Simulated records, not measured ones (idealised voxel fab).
Proc. module: voxel capacitor over wiring
Xsec cut, 280 nm wide, square cell size 5 nm.
Reading order for cross-sections: top band down to bottom band. Underlying form: a grid of square cells. Band size: one or more rows of cells. Top, bottom (nm), then materials left to right with widths (nm); lone material tagged "throughout" fills the whole band edge to edge; "air" = empty space. Where do heights start? At 0: under that level the wafer as delivered is made of one material only. And the lowest band has no floor; it just carries on downward, as in "top 0, no bottom". Think of "30 to 40" as a width that walks from the first number to the second as you go down the band, top row to bottom row, taking equal-sized steps from row to row. For the purposes of this document, the phrase "left unchanged" attached to a step denotes that no cell within the cross-section was modified by that step. Enclosed voids (no open way to top), threshold 8 cells or more, entry "Sealed-off cavities", notation width x height at distance, distance from left edge, nm. Anything after a step's settings on that line? It's the simulator's own note about the step. If you see "overlay nm" on a step's line and that step has a mask, it's telling you how far right of where it was planned the mask ended up; a negative number means it went left instead.
### Process steps (planned)
1. RECEIVE, material Si
2. CONFORMAL_DEP, material SiO2, thk nm 10
3. DIRECTIONAL_DEP, material TiN, thk nm 5
4. DIRECTIONAL_DEP, material W, thk nm 20
5. MASKED_ETCH, tone cover, mask id METAL_1, width nm 25, pitch nm 85, etch materials W, depth nm 20, overlay nm 0
6. MASKED_ETCH, tone cover, mask id METAL_1, width nm 25, pitch nm 85, etch materials TiN, depth nm 5, overlay nm 0
7. CONFORMAL_DEP, material SiN, thk nm 5
8. FILL_DEP, material lowk, thk nm 5
9. CMP, height nm 35
10. CONFORMAL_DEP, material SiCN, thk nm 5
11. DIRECTIONAL_DEP, material SiO2, thk nm 15
12. PATTERN, tone open, mask id PLUG_1, material resist, width nm 15, thk nm 15, overlay nm 0
13. DIRECTIONAL_ETCH, etch materials SiO2, depth nm 15
14. DIRECTIONAL_ETCH, etch materials SiCN, depth nm 5
15. STRIP, etch materials resist
16. EPI, material Ru, thk nm 10
17. EPI, material Ru, thk nm 10
18. DIRECTIONAL_DEP, material TiN, thk nm 10
19. DIRECTIONAL_DEP, material HfO2, thk nm 5
20. DIRECTIONAL_DEP, material TiN, thk nm 5
21. DIRECTIONAL_DEP, material aC, thk nm 15
22. PATTERN, tone cover, mask id UPPER_PLATE, material resist, width nm 65, thk nm 30, overlay nm 0
23. DIRECTIONAL_ETCH, etch materials aC, depth nm 15
24. STRIP, etch materials resist
25. DIRECTIONAL_ETCH, etch materials TiN, depth nm 5
26. DIRECTIONAL_ETCH, etch materials HfO2, depth nm 5
27. STRIP, etch materials aC
28. DIRECTIONAL_DEP, material aC, thk nm 15
29. PATTERN, tone cover, mask id LOWER_PLATE, material resist, width nm 75, thk nm 35, overlay nm 0
30. DIRECTIONAL_ETCH, etch materials aC, depth nm 15
31. STRIP, etch materials resist
32. DIRECTIONAL_ETCH, etch materials TiN, depth nm 10
33. STRIP, etch materials aC
34. FILL_DEP, material SiO2, thk nm 15
35. CMP, height nm 85
36. DIRECTIONAL_DEP, material aC, thk nm 15
37. PATTERN, tone open, mask id PLUG_2, material resist, width nm 15, thk nm 35, overlay nm 0
38. DIRECTIONAL_ETCH, etch materials aC, depth nm 15
39. STRIP, etch materials resist
40. DIRECTIONAL_ETCH, etch materials SiO2, depth nm 10
41. STRIP, etch materials aC
42. CONFORMAL_DEP, material TiN, thk nm 5
43. FILL_DEP, material Cu, thk nm 5
44. CMP, height nm 85
45. CONFORMAL_DEP, material SiCN, thk nm 5
### So, the first of our two wafers, run just as we planned it
### This is the cross-section of the wafer as we received it, i.e. after step 1
	top 0, no bottom | Si throughout
	Sealed-off cavities: none
### after step 2
	top 10, bottom 0 | SiO2 throughout
	Under 0: no change, same as before.
### after step 3
	top 15, bottom 10 | TiN throughout
	Under 10: no change, same as before.
### after step 4
	top 35, bottom 15 | W throughout
	Under 15: no change, same as before.
### after step 5
	top 35, bottom 15 | air: 85 | W: 25 | air: 60 | W: 25 | air: 85
	Under 15: no change, same as before.
### after step 6
	top 35, bottom 15 | air: 85 | W: 25 | air: 60 | W: 25 | air: 85
	top 15, bottom 10 | air: 85 | TiN: 25 | air: 60 | TiN: 25 | air: 85
	Under 10: no change, same as before.
### after step 7
	top 40, bottom 35 | air: 80 | SiN: 35 | air: 50 | SiN: 35 | air: 80
	top 35, bottom 15 | air: 80 | SiN: 5 | W: 25 | SiN: 5 | air: 50 | SiN: 5 | W: 25 | SiN: 5 | air: 80
	top 15, bottom 10 | SiN: 85 | TiN: 25 | SiN: 60 | TiN: 25 | SiN: 85
	Under 10: no change, same as before.
### after step 8
	top 45, bottom 40 | lowk throughout
	top 40, bottom 35 | lowk: 80 | SiN: 35 | lowk: 50 | SiN: 35 | lowk: 80
	top 35, bottom 15 | lowk: 80 | SiN: 5 | W: 25 | SiN: 5 | lowk: 50 | SiN: 5 | W: 25 | SiN: 5 | lowk: 80
	Under 15: no change, same as before.
### after step 9
	top 35, bottom 15 | lowk: 80 | SiN: 5 | W: 25 | SiN: 5 | lowk: 50 | SiN: 5 | W: 25 | SiN: 5 | lowk: 80
	Under 15: no change, same as before.
### after step 10
	top 40, bottom 35 | SiCN throughout
	Under 35: no change, same as before.
### after step 11
	top 55, bottom 40 | SiO2 throughout
	Under 40: no change, same as before.
### after step 12
	top 70, bottom 55 | resist: 95 | air: 15 | resist: 170
	Under 55: no change, same as before.
### after step 13
	top 70, bottom 55 | resist: 95 | air: 15 | resist: 170
	top 55, bottom 40 | SiO2: 95 | air: 15 | SiO2: 170
	Under 40: no change, same as before.
### after step 14
	top 70, bottom 55 | resist: 95 | air: 15 | resist: 170
	top 55, bottom 40 | SiO2: 95 | air: 15 | SiO2: 170
	top 40, bottom 35 | SiCN: 95 | air: 15 | SiCN: 170
	Under 35: no change, same as before.
### after step 15
	top 55, bottom 40 | SiO2: 95 | air: 15 | SiO2: 170
	Under 40: no change, same as before.
### after step 16
	top 55, bottom 45 | SiO2: 95 | air: 15 | SiO2: 170
	top 45, bottom 40 | SiO2: 95 | Ru: 15 | SiO2: 170
	top 40, bottom 35 | SiCN: 95 | Ru: 15 | SiCN: 170
	Under 35: no change, same as before.
### after step 17
	top 55, bottom 40 | SiO2: 95 | Ru: 15 | SiO2: 170
	Under 40: no change, same as before.
### after step 18
	top 65, bottom 55 | TiN throughout
	Under 55: no change, same as before.
### after step 19
	top 70, bottom 65 | HfO2 throughout
	Under 65: no change, same as before.
### after step 20
	top 75, bottom 70 | TiN throughout
	Under 70: no change, same as before.
### after step 21
	top 90, bottom 75 | aC throughout
	Under 75: no change, same as before.
### after step 22
	top 120, bottom 90 | air: 95 | resist: 65 | air: 120
	Under 90: no change, same as before.
### after step 23
	top 105, bottom 90 | air: 95 | resist: 65 | air: 120
	top 90, bottom 75 | air: 95 | aC: 65 | air: 120
	Under 75: no change, same as before.
### after step 24
	top 90, bottom 75 | air: 95 | aC: 65 | air: 120
	Under 75: no change, same as before.
### after step 25
	top 90, bottom 75 | air: 95 | aC: 65 | air: 120
	top 75, bottom 70 | air: 95 | TiN: 65 | air: 120
	Under 70: no change, same as before.
### after step 26
	top 90, bottom 75 | air: 95 | aC: 65 | air: 120
	top 75, bottom 70 | air: 95 | TiN: 65 | air: 120
	top 70, bottom 65 | air: 95 | HfO2: 65 | air: 120
	Under 65: no change, same as before.
### after step 27
	top 75, bottom 70 | air: 95 | TiN: 65 | air: 120
	Under 70: no change, same as before.
### after step 28
	top 90, bottom 80 | air: 95 | aC: 65 | air: 120
	top 80, bottom 75 | aC throughout
	top 75, bottom 70 | aC: 95 | TiN: 65 | aC: 120
	top 70, bottom 65 | aC: 95 | HfO2: 65 | aC: 120
	Under 65: no change, same as before.
### after step 29
	top 125, bottom 90 | air: 90 | resist: 75 | air: 115
	top 90, bottom 80 | air: 90 | resist: 5 | aC: 65 | resist: 5 | air: 115
	Under 80: no change, same as before.
### after step 30
	top 110, bottom 90 | air: 90 | resist: 75 | air: 115
	top 90, bottom 80 | air: 90 | resist: 5 | aC: 65 | resist: 5 | air: 115
	top 80, bottom 75 | air: 90 | aC: 75 | air: 115
	top 75, bottom 70 | air: 90 | aC: 5 | TiN: 65 | aC: 5 | air: 115
	top 70, bottom 65 | air: 90 | aC: 5 | HfO2: 65 | aC: 5 | air: 115
	Under 65: no change, same as before.
### after step 31
	top 90, bottom 80 | air: 95 | aC: 65 | air: 120
	Under 80: no change, same as before.
### after step 32
	top 90, bottom 80 | air: 95 | aC: 65 | air: 120
	top 80, bottom 75 | air: 90 | aC: 75 | air: 115
	top 75, bottom 70 | air: 90 | aC: 5 | TiN: 65 | aC: 5 | air: 115
	top 70, bottom 65 | air: 90 | aC: 5 | HfO2: 65 | aC: 5 | air: 115
	top 65, bottom 55 | air: 90 | TiN: 75 | air: 115
	Under 55: no change, same as before.
### after step 33
	top 75, bottom 70 | air: 95 | TiN: 65 | air: 120
	top 70, bottom 65 | air: 95 | HfO2: 65 | air: 120
	Under 65: no change, same as before.
### after step 34
	top 90, bottom 75 | SiO2 throughout
	top 75, bottom 70 | SiO2: 95 | TiN: 65 | SiO2: 120
	top 70, bottom 65 | SiO2: 95 | HfO2: 65 | SiO2: 120
	top 65, bottom 55 | SiO2: 90 | TiN: 75 | SiO2: 115
	Under 55: no change, same as before.
### after step 35
	top 85, bottom 75 | SiO2 throughout
	Under 75: no change, same as before.
### after step 36
	top 100, bottom 85 | aC throughout
	Under 85: no change, same as before.
### after step 37
	top 135, bottom 100 | resist: 105 | air: 15 | resist: 160
	Under 100: no change, same as before.
### after step 38
	top 120, bottom 100 | resist: 105 | air: 15 | resist: 160
	top 100, bottom 85 | aC: 105 | air: 15 | aC: 160
	Under 85: no change, same as before.
### after step 39
	top 100, bottom 85 | aC: 105 | air: 15 | aC: 160
	Under 85: no change, same as before.
### after step 40
	top 100, bottom 85 | aC: 105 | air: 15 | aC: 160
	top 85, bottom 75 | SiO2: 105 | air: 15 | SiO2: 160
	Under 75: no change, same as before.
### after step 41
	top 85, bottom 75 | SiO2: 105 | air: 15 | SiO2: 160
	Under 75: no change, same as before.
### after step 42
	top 90, bottom 85 | TiN: 110 | air: 5 | TiN: 165
	top 85, bottom 80 | SiO2: 105 | TiN: 5 | air: 5 | TiN: 5 | SiO2: 160
	top 80, bottom 70 | SiO2: 105 to 95 | TiN: 15 to 65 | SiO2: 160 to 120
	Under 70: no change, same as before.
### after step 43
	top 95, bottom 90 | Cu throughout
	top 90, bottom 85 | TiN: 110 | Cu: 5 | TiN: 165
	top 85, bottom 80 | SiO2: 105 | TiN: 5 | Cu: 5 | TiN: 5 | SiO2: 160
	Under 80: no change, same as before.
### after step 44
	top 85, bottom 80 | SiO2: 105 | TiN: 5 | Cu: 5 | TiN: 5 | SiO2: 160
	Under 80: no change, same as before.
### after step 45
	top 90, bottom 85 | SiCN throughout
	Under 85: no change, same as before.
### Wafer two: like wafer one in start and plan, but with one mistake in execution; identical up to and including step 2
Cross-section of the second wafer when, according to plan, step 3 should have finished: left unchanged
### Cross-section of the second wafer when, according to plan, step 4 should have finished
	top 30, bottom 10 | W throughout
	Under 10: no change, same as before.
### Cross-section of the second wafer when, according to plan, step 5 should have finished
	top 30, bottom 10 | air: 85 | W: 25 | air: 60 | W: 25 | air: 85
	Under 10: no change, same as before.
Cross-section of the second wafer when, according to plan, step 6 should have finished: left unchanged
### Cross-section of the second wafer when, according to plan, step 7 should have finished
	top 35, bottom 30 | air: 80 | SiN: 35 | air: 50 | SiN: 35 | air: 80
	top 30, bottom 15 | air: 80 | SiN: 5 | W: 25 | SiN: 5 | air: 50 | SiN: 5 | W: 25 | SiN: 5 | air: 80
	top 15, bottom 10 | SiN: 85 | W: 25 | SiN: 60 | W: 25 | SiN: 85
	Under 10: no change, same as before.
### Cross-section of the second wafer when, according to plan, step 8 should have finished
	top 40, bottom 35 | lowk throughout
	top 35, bottom 30 | lowk: 80 | SiN: 35 | lowk: 50 | SiN: 35 | lowk: 80
	top 30, bottom 15 | lowk: 80 | SiN: 5 | W: 25 | SiN: 5 | lowk: 50 | SiN: 5 | W: 25 | SiN: 5 | lowk: 80
	Under 15: no change, same as before.
### Cross-section of the second wafer when, according to plan, step 9 should have finished
	top 35, bottom 30 | lowk: 80 | SiN: 35 | lowk: 50 | SiN: 35 | lowk: 80
	Under 30: no change, same as before.
### Cross-section of the second wafer when, according to plan, step 10 should have finished
	top 40, bottom 35 | SiCN throughout
	Under 35: no change, same as before.
### Cross-section of the second wafer when, according to plan, step 11 should have finished
	top 55, bottom 40 | SiO2 throughout
	Under 40: no change, same as before.
### Cross-section of the second wafer when, according to plan, step 12 should have finished
	top 70, bottom 55 | resist: 95 | air: 15 | resist: 170
	Under 55: no change, same as before.
### Cross-section of the second wafer when, according to plan, step 13 should have finished
	top 70, bottom 55 | resist: 95 | air: 15 | resist: 170
	top 55, bottom 40 | SiO2: 95 | air: 15 | SiO2: 170
	Under 40: no change, same as before.
### Cross-section of the second wafer when, according to plan, step 14 should have finished
	top 70, bottom 55 | resist: 95 | air: 15 | resist: 170
	top 55, bottom 40 | SiO2: 95 | air: 15 | SiO2: 170
	top 40, bottom 35 | SiCN: 95 | air: 15 | SiCN: 170
	Under 35: no change, same as before.
### Cross-section of the second wafer when, according to plan, step 15 should have finished
	top 55, bottom 40 | SiO2: 95 | air: 15 | SiO2: 170
	Under 40: no change, same as before.
Cross-section of the second wafer when, according to plan, step 16 should have finished: left unchanged
Cross-section of the second wafer when, according to plan, step 17 should have finished: left unchanged
### Cross-section of the second wafer when, according to plan, step 18 should have finished
	top 65, bottom 55 | TiN: 95 | air: 15 | TiN: 170
	top 55, bottom 45 | SiO2: 95 | air: 15 | SiO2: 170
	top 45, bottom 40 | SiO2: 95 | TiN: 15 | SiO2: 170
	top 40, bottom 35 | SiCN: 95 | TiN: 15 | SiCN: 170
	Under 35: no change, same as before.
### Cross-section of the second wafer when, according to plan, step 19 should have finished
	top 70, bottom 65 | HfO2: 95 | air: 15 | HfO2: 170
	top 65, bottom 55 | TiN: 95 | air: 15 | TiN: 170
	top 55, bottom 50 | SiO2: 95 | air: 15 | SiO2: 170
	top 50, bottom 45 | SiO2: 95 | HfO2: 15 | SiO2: 170
	Under 45: no change, same as before.
### Cross-section of the second wafer when, according to plan, step 20 should have finished
	top 75, bottom 70 | TiN: 95 | air: 15 | TiN: 170
	top 70, bottom 65 | HfO2: 95 | air: 15 | HfO2: 170
	top 65, bottom 55 | TiN: 95 | air: 15 | TiN: 170
	top 55, bottom 50 | SiO2: 95 | TiN: 15 | SiO2: 170
	Under 50: no change, same as before.
### Cross-section of the second wafer when, according to plan, step 21 should have finished
	top 90, bottom 75 | aC: 95 | air: 15 | aC: 170
	top 75, bottom 70 | TiN: 95 | air: 15 | TiN: 170
	top 70, bottom 65 | HfO2: 95 | aC: 15 | HfO2: 170
	top 65, bottom 55 | TiN: 95 | aC: 15 | TiN: 170
	Under 55: no change, same as before.
### Cross-section of the second wafer when, according to plan, step 22 should have finished
	top 120, bottom 90 | air: 95 | resist: 65 | air: 120
	top 90, bottom 75 | aC: 95 | resist: 15 | aC: 170
	top 75, bottom 70 | TiN: 95 | resist: 15 | TiN: 170
	Under 70: no change, same as before.
### Cross-section of the second wafer when, according to plan, step 23 should have finished
	top 105, bottom 90 | air: 95 | resist: 65 | air: 120
	top 90, bottom 75 | air: 95 | resist: 15 | aC: 50 | air: 120
	Under 75: no change, same as before.
### Cross-section of the second wafer when, according to plan, step 24 should have finished
	top 90, bottom 75 | air: 110 | aC: 50 | air: 120
	top 75, bottom 70 | TiN: 95 | air: 15 | TiN: 170
	Under 70: no change, same as before.
### Cross-section of the second wafer when, according to plan, step 25 should have finished
	top 90, bottom 75 | air: 110 | aC: 50 | air: 120
	top 75, bottom 70 | air: 110 | TiN: 50 | air: 120
	Under 70: no change, same as before.
### Cross-section of the second wafer when, according to plan, step 26 should have finished
	top 90, bottom 75 | air: 110 | aC: 50 | air: 120
	top 75, bottom 70 | air: 110 | TiN: 50 | air: 120
	top 70, bottom 65 | air: 95 | aC: 15 | HfO2: 50 | air: 120
	Under 65: no change, same as before.
### Cross-section of the second wafer when, according to plan, step 27 should have finished
	top 75, bottom 70 | air: 110 | TiN: 50 | air: 120
	top 70, bottom 65 | air: 110 | HfO2: 50 | air: 120
	top 65, bottom 55 | TiN: 95 | air: 15 | TiN: 170
	Under 55: no change, same as before.
### Cross-section of the second wafer when, according to plan, step 28 should have finished
	top 90, bottom 80 | air: 110 | aC: 50 | air: 120
	top 80, bottom 75 | aC: 95 | air: 15 | aC: 170
	top 75, bottom 70 | aC: 95 | air: 15 | TiN: 50 | aC: 120
	top 70, bottom 65 | aC: 110 | HfO2: 50 | aC: 120
	top 65, bottom 55 | TiN: 95 | aC: 15 | TiN: 170
	Under 55: no change, same as before.
### Cross-section of the second wafer when, according to plan, step 29 should have finished
	top 125, bottom 90 | air: 90 | resist: 75 | air: 115
	top 90, bottom 80 | air: 90 | resist: 20 | aC: 50 | resist: 5 | air: 115
	top 80, bottom 75 | aC: 95 | resist: 15 | aC: 170
	top 75, bottom 70 | aC: 95 | resist: 15 | TiN: 50 | aC: 120
	Under 70: no change, same as before.
### Cross-section of the second wafer when, according to plan, step 30 should have finished
	top 110, bottom 90 | air: 90 | resist: 75 | air: 115
	top 90, bottom 80 | air: 90 | resist: 20 | aC: 50 | resist: 5 | air: 115
	top 80, bottom 75 | air: 90 | aC: 5 | resist: 15 | aC: 55 | air: 115
	top 75, bottom 70 | air: 90 | aC: 5 | resist: 15 | TiN: 50 | aC: 5 | air: 115
	top 70, bottom 65 | air: 90 | aC: 20 | HfO2: 50 | aC: 5 | air: 115
	Under 65: no change, same as before.
### Cross-section of the second wafer when, according to plan, step 31 should have finished
	top 90, bottom 80 | air: 110 | aC: 50 | air: 120
	top 80, bottom 75 | air: 90 | aC: 5 | air: 15 | aC: 55 | air: 115
	top 75, bottom 70 | air: 90 | aC: 5 | air: 15 | TiN: 50 | aC: 5 | air: 115
	Under 70: no change, same as before.
### Cross-section of the second wafer when, according to plan, step 32 should have finished
	top 90, bottom 80 | air: 110 | aC: 50 | air: 120
	top 80, bottom 75 | air: 90 | aC: 5 | air: 15 | aC: 55 | air: 115
	top 75, bottom 70 | air: 90 | aC: 5 | air: 15 | TiN: 50 | aC: 5 | air: 115
	top 70, bottom 65 | air: 90 | aC: 20 | HfO2: 50 | aC: 5 | air: 115
	top 65, bottom 55 | air: 90 | TiN: 5 | aC: 15 | TiN: 55 | air: 115
	Under 55: no change, same as before.
### Cross-section of the second wafer when, according to plan, step 33 should have finished
	top 75, bottom 70 | air: 110 | TiN: 50 | air: 120
	top 70, bottom 65 | air: 110 | HfO2: 50 | air: 120
	top 65, bottom 55 | air: 90 | TiN: 5 | air: 15 | TiN: 55 | air: 115
	Under 55: no change, same as before.
### Cross-section of the second wafer when, according to plan, step 34 should have finished
	top 90, bottom 75 | SiO2 throughout
	top 75, bottom 70 | SiO2: 110 | TiN: 50 | SiO2: 120
	top 70, bottom 65 | SiO2: 110 | HfO2: 50 | SiO2: 120
	top 65, bottom 55 | SiO2: 90 | TiN: 5 | SiO2: 15 | TiN: 55 | SiO2: 115
	Under 55: no change, same as before.
### Cross-section of the second wafer when, according to plan, step 35 should have finished
	top 85, bottom 75 | SiO2 throughout
	Under 75: no change, same as before.
### Cross-section of the second wafer when, according to plan, step 36 should have finished
	top 100, bottom 85 | aC throughout
	Under 85: no change, same as before.
### Cross-section of the second wafer when, according to plan, step 37 should have finished
	top 135, bottom 100 | resist: 105 | air: 15 | resist: 160
	Under 100: no change, same as before.
### Cross-section of the second wafer when, according to plan, step 38 should have finished
	top 120, bottom 100 | resist: 105 | air: 15 | resist: 160
	top 100, bottom 85 | aC: 105 | air: 15 | aC: 160
	Under 85: no change, same as before.
### Cross-section of the second wafer when, according to plan, step 39 should have finished
	top 100, bottom 85 | aC: 105 | air: 15 | aC: 160
	Under 85: no change, same as before.
### Cross-section of the second wafer when, according to plan, step 40 should have finished
	top 100, bottom 85 | aC: 105 | air: 15 | aC: 160
	top 85, bottom 75 | SiO2: 105 | air: 15 | SiO2: 160
	Under 75: no change, same as before.
### Cross-section of the second wafer when, according to plan, step 41 should have finished
	top 85, bottom 75 | SiO2: 105 | air: 15 | SiO2: 160
	Under 75: no change, same as before.
### Cross-section of the second wafer when, according to plan, step 42 should have finished
	top 90, bottom 85 | TiN: 110 | air: 5 | TiN: 165
	top 85, bottom 80 | SiO2: 105 | TiN: 5 | air: 5 | TiN: 5 | SiO2: 160
	top 80, bottom 70 | SiO2: 105 to 110 | TiN: 15 to 50 | SiO2: 160 to 120
	Under 70: no change, same as before.
### Cross-section of the second wafer when, according to plan, step 43 should have finished
	top 95, bottom 90 | Cu throughout
	top 90, bottom 85 | TiN: 110 | Cu: 5 | TiN: 165
	top 85, bottom 80 | SiO2: 105 | TiN: 5 | Cu: 5 | TiN: 5 | SiO2: 160
	Under 80: no change, same as before.
### Cross-section of the second wafer when, according to plan, step 44 should have finished
	top 85, bottom 80 | SiO2: 105 | TiN: 5 | Cu: 5 | TiN: 5 | SiO2: 160
	Under 80: no change, same as before.
### Cross-section of the second wafer when, according to plan, step 45 should have finished
	top 90, bottom 85 | SiCN throughout
	Under 85: no change, same as before.
The plan and the run diverged here: step 3 from the plan never happened, it was just skipped
Bottom line after processing is that, in cells, the second wafer is up or down on some materials versus the first: Ru: 12 fewer; SiN: 10 more; SiO2: 12 more; TiN: 10 fewer
